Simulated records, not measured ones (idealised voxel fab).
A process module follows: voxel gate over fins.
The width of the displayed cross-section, cut, is 295 nm; its cells are square, with a size of 5 nm.
The cross-sections in this document take the form of a grid made of square cells. They are written out as bands, in order from top to bottom. Each band consists of one or more rows of cells. For a band, the entry starts with two heights in nm, that of the top and then that of the bottom, and carries on with the band's materials in order from left to right, each alongside its width in nm; the word "throughout" beside a single material means it fills the band edge to edge, and "blank" means empty space. Height datum 0, below which the as-received substrate wafer is one material. Lowest band open at the bottom, running downward: "from 0 down". Width: "30->40" (first number = top row, second number = bottom row, same change from row to row of cells). Key: "no change" - step with no changed cell in the cross-section. Any empty space of 8 cells or more lacking an open way to the top shows up in "Closed internal voids" as width x height at distance, distance from the left edge, in nm. Note: text after step settings on the step line = simulator remark on that step. Steps that use a mask can have "overlay nm" on their line. It says how far the mask sat to the right of where it was meant to be. Negative means to the left. Read the rest as pairs. Take the cross-section before one process step, then the cross-section after it, which shows only down to the lowest band that changed. Under the pair, find the step between them and its settings. Bear in mind that pairs may come from different runs of this module on the same starting wafer: link a pair to the pair above it only where its entry headed "Pre-step snapshot" says to.
**Pre-step snapshot**
  from 15 to 10  100 nm blank | 45 nm TiAl | 15 nm blank | 45 nm TiAl | 90 nm blank
  from 10 to 5  100 nm blank | 5 nm TiAl | 35 nm TiN | 5 nm TiAl | 15 nm blank | 5 nm TiAl | 35 nm TiN | 5 nm TiAl | 90 nm blank
  from 5 to 0  105 nm TiAl | 5 nm TiN | 25 nm HfO2 | 5 nm TiN | 25 nm TiAl | 5 nm TiN | 25 nm HfO2 | 5 nm TiN | 95 nm TiAl
  from 0 to -5  110 nm TiN | 5 nm HfO2 | 15 nm Si | 5 nm HfO2 | 35 nm TiN | 5 nm HfO2 | 15 nm Si | 5 nm HfO2 | 100 nm TiN
  from -5 to -10  115 nm HfO2 | 15 nm Si | 45 nm HfO2 | 15 nm Si | 105 nm HfO2
  from -10 to -15  115 nm SiO2 | 15 nm Si | 45 nm SiO2 | 15 nm Si | 105 nm SiO2
  from -15 to -25  115 nm SiO2 | 15 nm Si | 10 nm SiO2 | 5 nm TiN | 5 nm W | 5 nm TiN | 20 nm SiO2 | 15 nm Si | 105 nm SiO2
  from -25 to -30  115 nm SiO2 | 15 nm Si | 10 nm SiO2 | 15 nm TiN | 20 nm SiO2 | 15 nm Si | 105 nm SiO2
  from -30 to -35  115 nm SiO2 | 15 nm Si | 45 nm SiO2 | 15 nm Si | 105 nm SiO2
  from -35 down  Si throughout
  Closed internal voids: none
**Resulting Structure**
  from 20 to 15  95 nm blank | 55 nm TiN | 5 nm blank | 55 nm TiN | 85 nm blank
  from 15 to 10  95 nm blank | 5 nm TiN | 45 nm TiAl | 5 nm TiN | 5 nm blank | 5 nm TiN | 45 nm TiAl | 5 nm TiN | 85 nm blank
  from 10 to 5  100 nm TiN | 5 nm TiAl | 35 nm TiN | 5 nm TiAl | 15 nm TiN | 5 nm TiAl | 35 nm TiN | 5 nm TiAl | 90 nm TiN
  Under the height 5 nothing was changed.
  Closed internal voids: none
Can you name the step between the two cross-sections above? It is CONFORMAL_DEP: material TiN, thk nm 5
Pre-step snapshot: no separate figure, the pair right above already shows it after its step.
**Resulting Structure**
  from 30 to 20  W throughout
  from 20 to 15  95 nm W | 55 nm TiN | 5 nm W | 55 nm TiN | 85 nm W
  from 15 to 10  95 nm W | 5 nm TiN | 45 nm TiAl | 5 nm TiN | 5 nm W | 5 nm TiN | 45 nm TiAl | 5 nm TiN | 85 nm W
  Under the height 10 nothing was changed.
  Closed internal voids: none
Can you name the step between the two cross-sections above? It is FILL_DEP: material W, thk nm 10
Pre-step snapshot: no separate figure, the pair right above already shows it after its step.
**Resulting Structure**
  from 25 to 20  W throughout
  Under the height 20 nothing was changed.
  Closed internal voids: none
Can you name the step between the two cross-sections above? It is CMP: height nm 25
Pre-step snapshot: no separate figure, the pair right above already shows it after its step.
**Resulting Structure**
  from 30 to 25  SiCN throughout
  Under the height 25 nothing was changed.
  Closed internal voids: none
Can you name the step between the two cross-sections above? It is CONFORMAL_DEP: material SiCN, thk nm 5
**Pre-step snapshot**
  from 10 to 0  110 nm SiO2 | 15 nm SiN | 15 nm SiO2 | 15 nm blank | 15 nm SiO2 | 15 nm SiN | 110 nm SiO2
  from 0 to -15  110 nm SiO2 | 15 nm Si | 15 nm SiO2 | 15 nm blank | 15 nm SiO2 | 15 nm Si | 110 nm SiO2
  from -15 to -25  110 nm SiO2 | 15 nm Si | 15 nm SiO2 | 5 nm TiN | 5 nm W | 5 nm TiN | 15 nm SiO2 | 15 nm Si | 110 nm SiO2
  from -25 to -30  110 nm SiO2 | 15 nm Si | 15 nm SiO2 | 15 nm TiN | 15 nm SiO2 | 15 nm Si | 110 nm SiO2
  from -30 to -35  110 nm SiO2 | 15 nm Si | 45 nm SiO2 | 15 nm Si | 110 nm SiO2
  from -35 down  Si throughout
  Closed internal voids: none
**Resulting Structure**
  from 15 to 10  W throughout
  from 10 to 0  110 nm SiO2 | 15 nm SiN | 15 nm SiO2 | 15 nm W | 15 nm SiO2 | 15 nm SiN | 110 nm SiO2
  from 0 to -15  110 nm SiO2 | 15 nm Si | 15 nm SiO2 | 15 nm W | 15 nm SiO2 | 15 nm Si | 110 nm SiO2
  Under the height -15 nothing was changed.
  Closed internal voids: none
Can you name the step between the two cross-sections above? It is FILL_DEP: material W, thk nm 5
Pre-step snapshot: no separate figure, the pair right above already shows it after its step.
**Resulting Structure**
  from 10 to 0  110 nm SiO2 | 15 nm SiN | 15 nm SiO2 | 15 nm W | 15 nm SiO2 | 15 nm SiN | 110 nm SiO2
  Under the height 0 nothing was changed.
  Closed internal voids: none
Can you name the step between the two cross-sections above? It is CMP: height nm 10
Pre-step snapshot: no separate figure, the pair right above already shows it after its step.
**Resulting Structure**
  from 10 to 0  110 nm blank | 15 nm SiN | 15 nm blank | 15 nm W | 15 nm blank | 15 nm SiN | 110 nm blank
  from 0 to -10  110 nm blank | 15 nm Si | 15 nm blank | 15 nm W | 15 nm blank | 15 nm Si | 110 nm blank
  Under the height -10 nothing was changed.
  Closed internal voids: none
Can you name the step between the two cross-sections above? It is SELECTIVE_ETCH: etch materials SiO2, depth nm 20
Pre-step snapshot: no separate figure, the pair right above already shows it after its step.
**Resulting Structure**
  from 10 to 0  140 nm blank | 15 nm W | 140 nm blank
  Under the height 0 nothing was changed.
  Closed internal voids: none
Can you name the step between the two cross-sections above? It is STRIP: etch materials SiN
Pre-step snapshot: no separate figure, the pair right above already shows it after its step.
**Resulting Structure**
  from 15 to 10  135 nm blank | 25 nm HfO2 | 135 nm blank
  from 10 to 5  135 nm blank | 5 nm HfO2 | 15 nm W | 5 nm HfO2 | 135 nm blank
  from 5 to 0  105 nm blank | 25 nm HfO2 | 5 nm blank | 5 nm HfO2 | 15 nm W | 5 nm HfO2 | 5 nm blank | 25 nm HfO2 | 105 nm blank
  from 0 to -5  105 nm blank | 5 nm HfO2 | 15 nm Si | 5 nm HfO2 | 5 nm blank | 5 nm HfO2 | 15 nm W | 5 nm HfO2 | 5 nm blank | 5 nm HfO2 | 15 nm Si | 5 nm HfO2 | 105 nm blank
  from -5 to -10  110 nm HfO2 | 15 nm Si | 15 nm HfO2 | 15 nm W | 15 nm HfO2 | 15 nm Si | 110 nm HfO2
  Under the height -10 nothing was changed.
  Closed internal voids: none
Can you name the step between the two cross-sections above? It is CONFORMAL_DEP: material HfO2, thk nm 5
Pre-step snapshot: no separate figure, the pair right above already shows it after its step.
**Resulting Structure**
  from 20 to 15  130 nm blank | 35 nm TiN | 130 nm blank
  from 15 to 10  130 nm blank | 5 nm TiN | 25 nm HfO2 | 5 nm TiN | 130 nm blank
  from 10 to 5  100 nm blank | 35 nm TiN | 5 nm HfO2 | 15 nm W | 5 nm HfO2 | 35 nm TiN | 100 nm blank
  from 5 to 0  100 nm blank | 5 nm TiN | 25 nm HfO2 | 5 nm TiN | 5 nm HfO2 | 15 nm W | 5 nm HfO2 | 5 nm TiN | 25 nm HfO2 | 5 nm TiN | 100 nm blank
  from 0 to -5  105 nm TiN | 5 nm HfO2 | 15 nm Si | 5 nm HfO2 | 5 nm TiN | 5 nm HfO2 | 15 nm W | 5 nm HfO2 | 5 nm TiN | 5 nm HfO2 | 15 nm Si | 5 nm HfO2 | 105 nm TiN
  Under the height -5 nothing was changed.
  Closed internal voids: none
Can you name the step between the two cross-sections above? It is CONFORMAL_DEP: material TiN, thk nm 5
Pre-step snapshot: no separate figure, the pair right above already shows it after its step.
**Resulting Structure**
  from 25 to 20  125 nm blank | 45 nm TiAl | 125 nm blank
  from 20 to 15  125 nm blank | 5 nm TiAl | 35 nm TiN | 5 nm TiAl | 125 nm blank
  from 15 to 10  95 nm blank | 35 nm TiAl | 5 nm TiN | 25 nm HfO2 | 5 nm TiN | 35 nm TiAl | 95 nm blank
  from 10 to 5  95 nm blank | 5 nm TiAl | 35 nm TiN | 5 nm HfO2 | 15 nm W | 5 nm HfO2 | 35 nm TiN | 5 nm TiAl | 95 nm blank
  from 5 to 0  100 nm TiAl | 5 nm TiN | 25 nm HfO2 | 5 nm TiN | 5 nm HfO2 | 15 nm W | 5 nm HfO2 | 5 nm TiN | 25 nm HfO2 | 5 nm TiN | 100 nm TiAl
  Under the height 0 nothing was changed.
  Closed internal voids: none
Can you name the step between the two cross-sections above? It is CONFORMAL_DEP: material TiAl, thk nm 5
Pre-step snapshot: no separate figure, the pair right above already shows it after its step.
**Resulting Structure**
  from 30 to 25  120 nm blank | 55 nm TiN | 120 nm blank
  from 25 to 20  120 nm blank | 5 nm TiN | 45 nm TiAl | 5 nm TiN | 120 nm blank
  from 20 to 15  90 nm blank | 35 nm TiN | 5 nm TiAl | 35 nm TiN | 5 nm TiAl | 35 nm TiN | 90 nm blank
  from 15 to 10  90 nm blank | 5 nm TiN | 35 nm TiAl | 5 nm TiN | 25 nm HfO2 | 5 nm TiN | 35 nm TiAl | 5 nm TiN | 90 nm blank
  from 10 to 5  95 nm TiN | 5 nm TiAl | 35 nm TiN | 5 nm HfO2 | 15 nm W | 5 nm HfO2 | 35 nm TiN | 5 nm TiAl | 95 nm TiN
  Under the height 5 nothing was changed.
  Closed internal voids: none
Can you name the step between the two cross-sections above? It is CONFORMAL_DEP: material TiN, thk nm 5
Pre-step snapshot: no separate figure, the pair right above already shows it after its step.
**Resulting Structure**
  from 40 to 30  W throughout
  from 30 to 25  120 nm W | 55 nm TiN | 120 nm W
  from 25 to 20  120 nm W | 5 nm TiN | 45 nm TiAl | 5 nm TiN | 120 nm W
  from 20 to 15  90 nm W | 35 nm TiN | 5 nm TiAl | 35 nm TiN | 5 nm TiAl | 35 nm TiN | 90 nm W
  from 15 to 10  90 nm W | 5 nm TiN | 35 nm TiAl | 5 nm TiN | 25 nm HfO2 | 5 nm TiN | 35 nm TiAl | 5 nm TiN | 90 nm W
  Under the height 10 nothing was changed.
  Closed internal voids: none
Can you name the step between the two cross-sections above? It is FILL_DEP: material W, thk nm 10
Pre-step snapshot: no separate figure, the pair right above already shows it after its step.
**Resulting Structure**
  from 25 to 20  120 nm W | 5 nm TiN | 45 nm TiAl | 5 nm TiN | 120 nm W
  Under the height 20 nothing was changed.
  Closed internal voids: none
Can you name the step between the two cross-sections above? It is CMP: height nm 25
Pre-step snapshot: no separate figure, the pair right above already shows it after its step.
**Resulting Structure**
  from 30 to 25  SiCN throughout
  Under the height 25 nothing was changed.
  Closed internal voids: none
Can you name the step between the two cross-sections above? It is CONFORMAL_DEP: material SiCN, thk nm 5
**Pre-step snapshot**
  from 25 to 10  aC throughout
  from 10 to 0  110 nm SiO2 | 15 nm SiN | 45 nm SiO2 | 15 nm SiN | 110 nm SiO2
  from 0 to -35  110 nm SiO2 | 15 nm Si | 45 nm SiO2 | 15 nm Si | 110 nm SiO2
  from -35 down  Si throughout
  Closed internal voids: none
**Resulting Structure**
  from 55 to 25  140 nm blank | 15 nm resist | 140 nm blank
  Under the height 25 nothing was changed.
  Closed internal voids: none
Can you name the step between the two cross-sections above? It is PATTERN: tone cover, mask id RAIL, material resist, width nm 15, thk nm 30, overlay nm 0
Pre-step snapshot: no separate figure, the pair right above already shows it after its step.
**Resulting Structure**
  from 40 to 25  140 nm blank | 15 nm resist | 140 nm blank
  from 25 to 10  140 nm blank | 15 nm aC | 140 nm blank
  Under the height 10 nothing was changed.
  Closed internal voids: none
Can you name the step between the two cross-sections above? It is DIRECTIONAL_ETCH: etch materials aC, depth nm 15
Pre-step snapshot: no separate figure, the pair right above already shows it after its step.
**Resulting Structure**
  from 25 to 10  140 nm blank | 15 nm aC | 140 nm blank
  Under the height 10 nothing was changed.
  Closed internal voids: none
Can you name the step between the two cross-sections above? It is STRIP: etch materials resist
Pre-step snapshot: no separate figure, the pair right above already shows it after its step.
**Resulting Structure**
  from 25 to 10  140 nm blank | 15 nm aC | 140 nm blank
  from 10 to 0  110 nm blank | 15 nm SiN | 15 nm blank | 15 nm SiO2 | 15 nm blank | 15 nm SiN | 110 nm blank
  from 0 to -30  110 nm blank | 15 nm Si | 15 nm blank | 15 nm SiO2 | 15 nm blank | 15 nm Si | 110 nm blank
  Under the height -30 nothing was changed.
  Closed internal voids: none
Can you name the step between the two cross-sections above? It is DIRECTIONAL_ETCH: etch materials SiO2, depth nm 40
Pre-step snapshot: no separate figure, the pair right above already shows it after its step.
**Resulting Structure**
  from 10 to 0  110 nm blank | 15 nm SiN | 15 nm blank | 15 nm SiO2 | 15 nm blank | 15 nm SiN | 110 nm blank
  Under the height 0 nothing was changed.
  Closed internal voids: none
Can you name the step between the two cross-sections above? It is STRIP: etch materials aC
Pre-step snapshot: no separate figure, the pair right above already shows it after its step.
**Resulting Structure**
  from 15 to 10  105 nm blank | 25 nm TiN | 5 nm blank | 25 nm TiN | 5 nm blank | 25 nm TiN | 105 nm blank
  from 10 to 0  105 nm blank | 5 nm TiN | 15 nm SiN | 5 nm TiN | 5 nm blank | 5 nm TiN | 15 nm SiO2 | 5 nm TiN | 5 nm blank | 5 nm TiN | 15 nm SiN | 5 nm TiN | 105 nm blank
  from 0 to -25  105 nm blank | 5 nm TiN | 15 nm Si | 5 nm TiN | 5 nm blank | 5 nm TiN | 15 nm SiO2 | 5 nm TiN | 5 nm blank | 5 nm TiN | 15 nm Si | 5 nm TiN | 105 nm blank
  from -25 to -30  110 nm TiN | 15 nm Si | 15 nm TiN | 15 nm SiO2 | 15 nm TiN | 15 nm Si | 110 nm TiN
  Under the height -30 nothing was changed.
  Closed internal voids: none
Can you name the step between the two cross-sections above? It is CONFORMAL_DEP: material TiN, thk nm 5
Pre-step snapshot: no separate figure, the pair right above already shows it after its step.
**Resulting Structure**
  from 25 to 15  W throughout
  from 15 to 10  105 nm W | 25 nm TiN | 5 nm W | 25 nm TiN | 5 nm W | 25 nm TiN | 105 nm W
  from 10 to 0  105 nm W | 5 nm TiN | 15 nm SiN | 5 nm TiN | 5 nm W | 5 nm TiN | 15 nm SiO2 | 5 nm TiN | 5 nm W | 5 nm TiN | 15 nm SiN | 5 nm TiN | 105 nm W
  from 0 to -25  105 nm W | 5 nm TiN | 15 nm Si | 5 nm TiN | 5 nm W | 5 nm TiN | 15 nm SiO2 | 5 nm TiN | 5 nm W | 5 nm TiN | 15 nm Si | 5 nm TiN | 105 nm W
  Under the height -25 nothing was changed.
  Closed internal voids: none
Can you name the step between the two cross-sections above? It is FILL_DEP: material W, thk nm 10
Pre-step snapshot: no separate figure, the pair right above already shows it after its step.
**Resulting Structure**
  from 10 to 0  105 nm W | 5 nm TiN | 15 nm SiN | 5 nm TiN | 5 nm W | 5 nm TiN | 15 nm SiO2 | 5 nm TiN | 5 nm W | 5 nm TiN | 15 nm SiN | 5 nm TiN | 105 nm W
  Under the height 0 nothing was changed.
  Closed internal voids: none
Can you name the step between the two cross-sections above? It is CMP: height nm 10
Pre-step snapshot: no separate figure, the pair right above already shows it after its step.
**Resulting Structure**
  from 10 to 0  110 nm blank | 15 nm SiN | 15 nm blank | 15 nm SiO2 | 15 nm blank | 15 nm SiN | 110 nm blank
  from 0 to -15  110 nm blank | 15 nm Si | 15 nm blank | 15 nm SiO2 | 15 nm blank | 15 nm Si | 110 nm blank
  Under the height -15 nothing was changed.
  Closed internal voids: none
Can you name the step between the two cross-sections above? It is SELECTIVE_ETCH: etch materials W Ru TiN, depth nm 25
Pre-step snapshot: no separate figure, the pair right above already shows it after its step.
**Resulting Structure**
  from 15 to 10  SiO2 throughout
  from 10 to 0  110 nm SiO2 | 15 nm SiN | 45 nm SiO2 | 15 nm SiN | 110 nm SiO2
  from 0 to -15  110 nm SiO2 | 15 nm Si | 45 nm SiO2 | 15 nm Si | 110 nm SiO2
  Under the height -15 nothing was changed.
  Closed internal voids: none
Can you name the step between the two cross-sections above? It is FILL_DEP: material SiO2, thk nm 5
Pre-step snapshot: no separate figure, the pair right above already shows it after its step.
**Resulting Structure**
  from 10 to 0  110 nm SiO2 | 15 nm SiN | 45 nm SiO2 | 15 nm SiN | 110 nm SiO2
  Under the height 0 nothing was changed.
  Closed internal voids: none
Can you name the step between the two cross-sections above? It is CMP: height nm 10
Pre-step snapshot: no separate figure, the pair right above already shows it after its step.
**Resulting Structure**
  from 10 to 0  110 nm blank | 15 nm SiN | 45 nm blank | 15 nm SiN | 110 nm blank
  from 0 to -10  110 nm blank | 15 nm Si | 45 nm blank | 15 nm Si | 110 nm blank
  Under the height -10 nothing was changed.
  Closed internal voids: none
Can you name the step between the two cross-sections above? It is SELECTIVE_ETCH: etch materials SiO2, depth nm 20
Pre-step snapshot: no separate figure, the pair right above already shows it after its step.
**Resulting Structure**
  from 0 to -10  110 nm blank | 15 nm Si | 45 nm blank | 15 nm Si | 110 nm blank
  Under the height -10 nothing was changed.
  Closed internal voids: none
Can you name the step between the two cross-sections above? It is STRIP: etch materials SiN
Pre-step snapshot: no separate figure, the pair right above already shows it after its step.
**Resulting Structure**
  from 5 to 0  105 nm blank | 25 nm HfO2 | 35 nm blank | 25 nm HfO2 | 105 nm blank
  from 0 to -5  105 nm blank | 5 nm HfO2 | 15 nm Si | 5 nm HfO2 | 35 nm blank | 5 nm HfO2 | 15 nm Si | 5 nm HfO2 | 105 nm blank
  from -5 to -10  110 nm HfO2 | 15 nm Si | 45 nm HfO2 | 15 nm Si | 110 nm HfO2
  Under the height -10 nothing was changed.
  Closed internal voids: none
Can you name the step between the two cross-sections above? It is CONFORMAL_DEP: material HfO2, thk nm 5
Pre-step snapshot: no separate figure, the pair right above already shows it after its step.
**Resulting Structure**
  from 10 to 5  100 nm blank | 35 nm TiN | 25 nm blank | 35 nm TiN | 100 nm blank
  from 5 to 0  100 nm blank | 5 nm TiN | 25 nm HfO2 | 5 nm TiN | 25 nm blank | 5 nm TiN | 25 nm HfO2 | 5 nm TiN | 100 nm blank
  from 0 to -5  105 nm TiN | 5 nm HfO2 | 15 nm Si | 5 nm HfO2 | 35 nm TiN | 5 nm HfO2 | 15 nm Si | 5 nm HfO2 | 105 nm TiN
  Under the height -5 nothing was changed.
  Closed internal voids: none
Can you name the step between the two cross-sections above? It is CONFORMAL_DEP: material TiN, thk nm 5
Pre-step snapshot: no separate figure, the pair right above already shows it after its step.
**Resulting Structure**
  from 15 to 10  95 nm blank | 45 nm TiAl | 15 nm blank | 45 nm TiAl | 95 nm blank
  from 10 to 5  95 nm blank | 5 nm TiAl | 35 nm TiN | 5 nm TiAl | 15 nm blank | 5 nm TiAl | 35 nm TiN | 5 nm TiAl | 95 nm blank
  from 5 to 0  100 nm TiAl | 5 nm TiN | 25 nm HfO2 | 5 nm TiN | 25 nm TiAl | 5 nm TiN | 25 nm HfO2 | 5 nm TiN | 100 nm TiAl
  Under the height 0 nothing was changed.
  Closed internal voids: none
Can you name the step between the two cross-sections above? It is CONFORMAL_DEP: material TiAl, thk nm 5
Pre-step snapshot: no separate figure, the pair right above already shows it after its step.
**Resulting Structure**
  from 20 to 15  90 nm blank | 55 nm TiN | 5 nm blank | 55 nm TiN | 90 nm blank
  from 15 to 10  90 nm blank | 5 nm TiN | 45 nm TiAl | 5 nm TiN | 5 nm blank | 5 nm TiN | 45 nm TiAl | 5 nm TiN | 90 nm blank
  from 10 to 5  95 nm TiN | 5 nm TiAl | 35 nm TiN | 5 nm TiAl | 15 nm TiN | 5 nm TiAl | 35 nm TiN | 5 nm TiAl | 95 nm TiN
  Under the height 5 nothing was changed.
  Closed internal voids: none
Can you name the step between the two cross-sections above? It is CONFORMAL_DEP: material TiN, thk nm 5
Pre-step snapshot: no separate figure, the pair right above already shows it after its step.
**Resulting Structure**
  from 30 to 20  W throughout
  from 20 to 15  90 nm W | 55 nm TiN | 5 nm W | 55 nm TiN | 90 nm W
  from 15 to 10  90 nm W | 5 nm TiN | 45 nm TiAl | 5 nm TiN | 5 nm W | 5 nm TiN | 45 nm TiAl | 5 nm TiN | 90 nm W
  Under the height 10 nothing was changed.
  Closed internal voids: none
Can you name the step between the two cross-sections above? It is FILL_DEP: material W, thk nm 10
Pre-step snapshot: no separate figure, the pair right above already shows it after its step.
**Resulting Structure**
  from 25 to 20  W throughout
  Under the height 20 nothing was changed.
  Closed internal voids: none
Can you name the step between the two cross-sections above? It is CMP: height nm 25
Pre-step snapshot: no separate figure, the pair right above already shows it after its step.
**Resulting Structure**
  from 30 to 25  SiCN throughout
  Under the height 25 nothing was changed.
  Closed internal voids: none
Can you name the step between the two cross-sections above? It is CONFORMAL_DEP: material SiCN, thk nm 5
